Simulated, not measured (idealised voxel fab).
Process module under the name voxel self aligned vias
cross-section cut | 255 nm wide | cells 5 nm
The cross-sections in this document take the form of a grid made of square cells. They are written out as bands, in order from top to bottom. Each band consists of one or more rows of cells. Look at the band entry: it leads with the top's height and the bottom's height in nm. Then it lists the materials left to right, with a width in nm for each. The word "full width" on a single material says that material fills the band edge to edge. The word "empty" is empty space. Heights are reckoned from 0. Under this level, the received wafer is all of one material. The bottommost band is open-ended downward, for example "top 0, no bottom". The notation "30..40" denotes a width that varies across the rows of cells in the band, beginning at the first number in the top row, finishing at the second number in the bottom row, and changing by an identical amount from each row to the next. When a step is marked "no modification", none of the cells in the cross-section changed during that step. "Cavities, sealed" contains a list of empty spaces, each no smaller than 8 cells and without an open way to the top, written in the form width x height at distance with the distance from the left edge and all three in nm. Text after the settings on a step's line: the simulator's own remark on that step. "overlay nm" on a masked step: distance the mask lay right of its planned place, negative for left.

-- Below is the list of planned process steps
step 1: RECEIVE with material Si
step 2: CONFORMAL_DEP with material SiO2, thk nm 15
step 3: CONFORMAL_DEP with material SiCN, thk nm 5
step 4: DIRECTIONAL_DEP with material lowk, thk nm 25
step 5: PATTERN with tone open, mask id LINES, material resist, width nm 30, pitch nm 70, thk nm 15, overlay nm 0
step 6: DIRECTIONAL_ETCH with etch materials lowk, depth nm 25
step 7: STRIP with etch materials resist
step 8: CONFORMAL_DEP with material TiN, thk nm 5
step 9: FILL_DEP with material W, thk nm 10
step 10: CMP with height nm 45
step 11: SELECTIVE_ETCH with etch materials W Ru TiN, depth nm 5
step 12: FILL_DEP with material SiN, thk nm 5
step 13: CMP with height nm 45
step 14: DIRECTIONAL_DEP with material lowk, thk nm 15
step 15: DIRECTIONAL_DEP with material aC, thk nm 15
step 16: PATTERN with tone open, mask id VIAS, material resist, width nm 50, pitch nm 70, thk nm 30, overlay nm 0
step 17: DIRECTIONAL_ETCH with etch materials aC, depth nm 15
step 18: STRIP with etch materials resist
step 19: DIRECTIONAL_ETCH with etch materials lowk, depth nm 15
step 20: DIRECTIONAL_ETCH with etch materials SiN, depth nm 5
step 21: STRIP with etch materials aC
step 22: CONFORMAL_DEP with material TiN, thk nm 5
step 23: FILL_DEP with material Cu, thk nm 10
step 24: CMP with height nm 60
step 25: CONFORMAL_DEP with material SiN, thk nm 5

-- What follows covers the first of two wafers; it ran as planned

-- Cross-section of the incoming wafer, state after step 1
* top 0, no bottom  Si full width
* Cavities, sealed: none

-- Upon completion of step 2, the wafer appears in cross-section as shown
* top 15, bottom 0  SiO2 full width
* Everything below 0 is unchanged.

-- Upon completion of step 3, the wafer appears in cross-section as shown
* top 20, bottom 15  SiCN full width
* Everything below 15 is unchanged.

-- Upon completion of step 4, the wafer appears in cross-section as shown
* top 45, bottom 20  lowk full width
* Everything below 20 is unchanged.

-- Upon completion of step 5, the wafer appears in cross-section as shown
* top 60, bottom 45  resist 75 nm; empty 30 nm; resist 40 nm; empty 30 nm; resist 80 nm
* Everything below 45 is unchanged.

-- Upon completion of step 6, the wafer appears in cross-section as shown
* top 60, bottom 45  resist 75 nm; empty 30 nm; resist 40 nm; empty 30 nm; resist 80 nm
* top 45, bottom 20  lowk 75 nm; empty 30 nm; lowk 40 nm; empty 30 nm; lowk 80 nm
* Everything below 20 is unchanged.

-- Upon completion of step 7, the wafer appears in cross-section as shown
* top 45, bottom 20  lowk 75 nm; empty 30 nm; lowk 40 nm; empty 30 nm; lowk 80 nm
* Everything below 20 is unchanged.

-- Upon completion of step 8, the wafer appears in cross-section as shown
* top 50, bottom 45  TiN 80 nm; empty 20 nm; TiN 50 nm; empty 20 nm; TiN 85 nm
* top 45, bottom 25  lowk 75 nm; TiN 5 nm; empty 20 nm; TiN 5 nm; lowk 40 nm; TiN 5 nm; empty 20 nm; TiN 5 nm; lowk 80 nm
* top 25, bottom 20  lowk 75 nm; TiN 30 nm; lowk 40 nm; TiN 30 nm; lowk 80 nm
* Everything below 20 is unchanged.

-- Upon completion of step 9, the wafer appears in cross-section as shown
* top 60, bottom 50  W full width
* top 50, bottom 45  TiN 80 nm; W 20 nm; TiN 50 nm; W 20 nm; TiN 85 nm
* top 45, bottom 25  lowk 75 nm; TiN 5 nm; W 20 nm; TiN 5 nm; lowk 40 nm; TiN 5 nm; W 20 nm; TiN 5 nm; lowk 80 nm
* Everything below 25 is unchanged.

-- Upon completion of step 10, the wafer appears in cross-section as shown
* top 45, bottom 25  lowk 75 nm; TiN 5 nm; W 20 nm; TiN 5 nm; lowk 40 nm; TiN 5 nm; W 20 nm; TiN 5 nm; lowk 80 nm
* Everything below 25 is unchanged.

-- Upon completion of step 11, the wafer appears in cross-section as shown
* top 45, bottom 40  lowk 75 nm; empty 30 nm; lowk 40 nm; empty 30 nm; lowk 80 nm
* Everything below 40 is unchanged.

-- Upon completion of step 12, the wafer appears in cross-section as shown
* top 50, bottom 45  SiN full width
* top 45, bottom 40  lowk 75 nm; SiN 30 nm; lowk 40 nm; SiN 30 nm; lowk 80 nm
* Everything below 40 is unchanged.

-- Upon completion of step 13, the wafer appears in cross-section as shown
* top 45, bottom 40  lowk 75 nm; SiN 30 nm; lowk 40 nm; SiN 30 nm; lowk 80 nm
* Everything below 40 is unchanged.

-- Upon completion of step 14, the wafer appears in cross-section as shown
* top 60, bottom 45  lowk full width
* Everything below 45 is unchanged.

-- Upon completion of step 15, the wafer appears in cross-section as shown
* top 75, bottom 60  aC full width
* Everything below 60 is unchanged.

-- Upon completion of step 16, the wafer appears in cross-section as shown
* top 105, bottom 75  resist 65 nm; empty 50 nm; resist 20 nm; empty 50 nm; resist 70 nm
* Everything below 75 is unchanged.

-- Upon completion of step 17, the wafer appears in cross-section as shown
* top 90, bottom 75  resist 65 nm; empty 50 nm; resist 20 nm; empty 50 nm; resist 70 nm
* top 75, bottom 60  aC 65 nm; empty 50 nm; aC 20 nm; empty 50 nm; aC 70 nm
* Everything below 60 is unchanged.

-- Upon completion of step 18, the wafer appears in cross-section as shown
* top 75, bottom 60  aC 65 nm; empty 50 nm; aC 20 nm; empty 50 nm; aC 70 nm
* Everything below 60 is unchanged.

-- Upon completion of step 19, the wafer appears in cross-section as shown
* top 75, bottom 60  aC 65 nm; empty 50 nm; aC 20 nm; empty 50 nm; aC 70 nm
* top 60, bottom 45  lowk 65 nm; empty 50 nm; lowk 20 nm; empty 50 nm; lowk 70 nm
* Everything below 45 is unchanged.

-- Upon completion of step 20, the wafer appears in cross-section as shown
* top 75, bottom 60  aC 65 nm; empty 50 nm; aC 20 nm; empty 50 nm; aC 70 nm
* top 60, bottom 45  lowk 65 nm; empty 50 nm; lowk 20 nm; empty 50 nm; lowk 70 nm
* top 45, bottom 40  lowk 75 nm; empty 30 nm; lowk 40 nm; empty 30 nm; lowk 80 nm
* Everything below 40 is unchanged.

-- Upon completion of step 21, the wafer appears in cross-section as shown
* top 60, bottom 45  lowk 65 nm; empty 50 nm; lowk 20 nm; empty 50 nm; lowk 70 nm
* Everything below 45 is unchanged.

-- Upon completion of step 22, the wafer appears in cross-section as shown
* top 65, bottom 60  TiN 70 nm; empty 40 nm; TiN 30 nm; empty 40 nm; TiN 75 nm
* top 60, bottom 50  lowk 65 nm; TiN 5 nm; empty 40 nm; TiN 5 nm; lowk 20 nm; TiN 5 nm; empty 40 nm; TiN 5 nm; lowk 70 nm
* top 50, bottom 45  lowk 65 nm; TiN 15 nm; empty 20 nm; TiN 15 nm; lowk 20 nm; TiN 15 nm; empty 20 nm; TiN 15 nm; lowk 70 nm
* top 45, bottom 40  lowk 75 nm; TiN 30 nm; lowk 40 nm; TiN 30 nm; lowk 80 nm
* Everything below 40 is unchanged.

-- Upon completion of step 23, the wafer appears in cross-section as shown
* top 75, bottom 65  Cu full width
* top 65, bottom 60  TiN 70 nm; Cu 40 nm; TiN 30 nm; Cu 40 nm; TiN 75 nm
* top 60, bottom 50  lowk 65 nm; TiN 5 nm; Cu 40 nm; TiN 5 nm; lowk 20 nm; TiN 5 nm; Cu 40 nm; TiN 5 nm; lowk 70 nm
* top 50, bottom 45  lowk 65 nm; TiN 15 nm; Cu 20 nm; TiN 15 nm; lowk 20 nm; TiN 15 nm; Cu 20 nm; TiN 15 nm; lowk 70 nm
* Everything below 45 is unchanged.

-- Upon completion of step 24, the wafer appears in cross-section as shown
* top 60, bottom 50  lowk 65 nm; TiN 5 nm; Cu 40 nm; TiN 5 nm; lowk 20 nm; TiN 5 nm; Cu 40 nm; TiN 5 nm; lowk 70 nm
* Everything below 50 is unchanged.

-- Upon completion of step 25, the wafer appears in cross-section as shown
* top 65, bottom 60  SiN full width
* Everything below 60 is unchanged.

-- Wafer two. Identical start, identical plan. One mistake in execution. Identical history through step 15

-- Cross-section of the second wafer at the time by which step 16 should have been completed according to the plan
* top 105, bottom 75  resist 60 nm; empty 50 nm; resist 20 nm; empty 50 nm; resist 75 nm
* Everything below 75 is unchanged.

-- Cross-section of the second wafer at the time by which step 17 should have been completed according to the plan
* top 90, bottom 75  resist 60 nm; empty 50 nm; resist 20 nm; empty 50 nm; resist 75 nm
* top 75, bottom 60  aC 60 nm; empty 50 nm; aC 20 nm; empty 50 nm; aC 75 nm
* Everything below 60 is unchanged.

-- Cross-section of the second wafer at the time by which step 18 should have been completed according to the plan
* top 75, bottom 60  aC 60 nm; empty 50 nm; aC 20 nm; empty 50 nm; aC 75 nm
* Everything below 60 is unchanged.

-- Cross-section of the second wafer at the time by which step 19 should have been completed according to the plan
* top 75, bottom 60  aC 60 nm; empty 50 nm; aC 20 nm; empty 50 nm; aC 75 nm
* top 60, bottom 45  lowk 60 nm; empty 50 nm; lowk 20 nm; empty 50 nm; lowk 75 nm
* Everything below 45 is unchanged.

-- Cross-section of the second wafer at the time by which step 20 should have been completed according to the plan
* top 75, bottom 60  aC 60 nm; empty 50 nm; aC 20 nm; empty 50 nm; aC 75 nm
* top 60, bottom 45  lowk 60 nm; empty 50 nm; lowk 20 nm; empty 50 nm; lowk 75 nm
* top 45, bottom 40  lowk 75 nm; empty 30 nm; lowk 40 nm; empty 30 nm; lowk 80 nm
* Everything below 40 is unchanged.

-- Cross-section of the second wafer at the time by which step 21 should have been completed according to the plan
* top 60, bottom 45  lowk 60 nm; empty 50 nm; lowk 20 nm; empty 50 nm; lowk 75 nm
* Everything below 45 is unchanged.

-- Cross-section of the second wafer at the time by which step 22 should have been completed according to the plan
* top 65, bottom 60  TiN 65 nm; empty 40 nm; TiN 30 nm; empty 40 nm; TiN 80 nm
* top 60, bottom 50  lowk 60 nm; TiN 5 nm; empty 40 nm; TiN 5 nm; lowk 20 nm; TiN 5 nm; empty 40 nm; TiN 5 nm; lowk 75 nm
* top 50, bottom 45  lowk 60 nm; TiN 20 nm; empty 20 nm; TiN 10 nm; lowk 20 nm; TiN 20 nm; empty 20 nm; TiN 10 nm; lowk 75 nm
* top 45, bottom 40  lowk 75 nm; TiN 30 nm; lowk 40 nm; TiN 30 nm; lowk 80 nm
* Everything below 40 is unchanged.

-- Cross-section of the second wafer at the time by which step 23 should have been completed according to the plan
* top 75, bottom 65  Cu full width
* top 65, bottom 60  TiN 65 nm; Cu 40 nm; TiN 30 nm; Cu 40 nm; TiN 80 nm
* top 60, bottom 50  lowk 60 nm; TiN 5 nm; Cu 40 nm; TiN 5 nm; lowk 20 nm; TiN 5 nm; Cu 40 nm; TiN 5 nm; lowk 75 nm
* top 50, bottom 45  lowk 60 nm; TiN 20 nm; Cu 20 nm; TiN 10 nm; lowk 20 nm; TiN 20 nm; Cu 20 nm; TiN 10 nm; lowk 75 nm
* Everything below 45 is unchanged.

-- Cross-section of the second wafer at the time by which step 24 should have been completed according to the plan
* top 60, bottom 50  lowk 60 nm; TiN 5 nm; Cu 40 nm; TiN 5 nm; lowk 20 nm; TiN 5 nm; Cu 40 nm; TiN 5 nm; lowk 75 nm
* Everything below 50 is unchanged.

-- Cross-section of the second wafer at the time by which step 25 should have been completed according to the plan
* top 65, bottom 60  SiN full width
* Everything below 60 is unchanged.
What went wrong in running the wafer? step 16 ran as: PATTERN with tone open, mask id VIAS, material resist, width nm 50, pitch nm 70, thk nm 30, overlay nm -5
at the end the second wafer has, in cells: as many of each material as the first, in other places
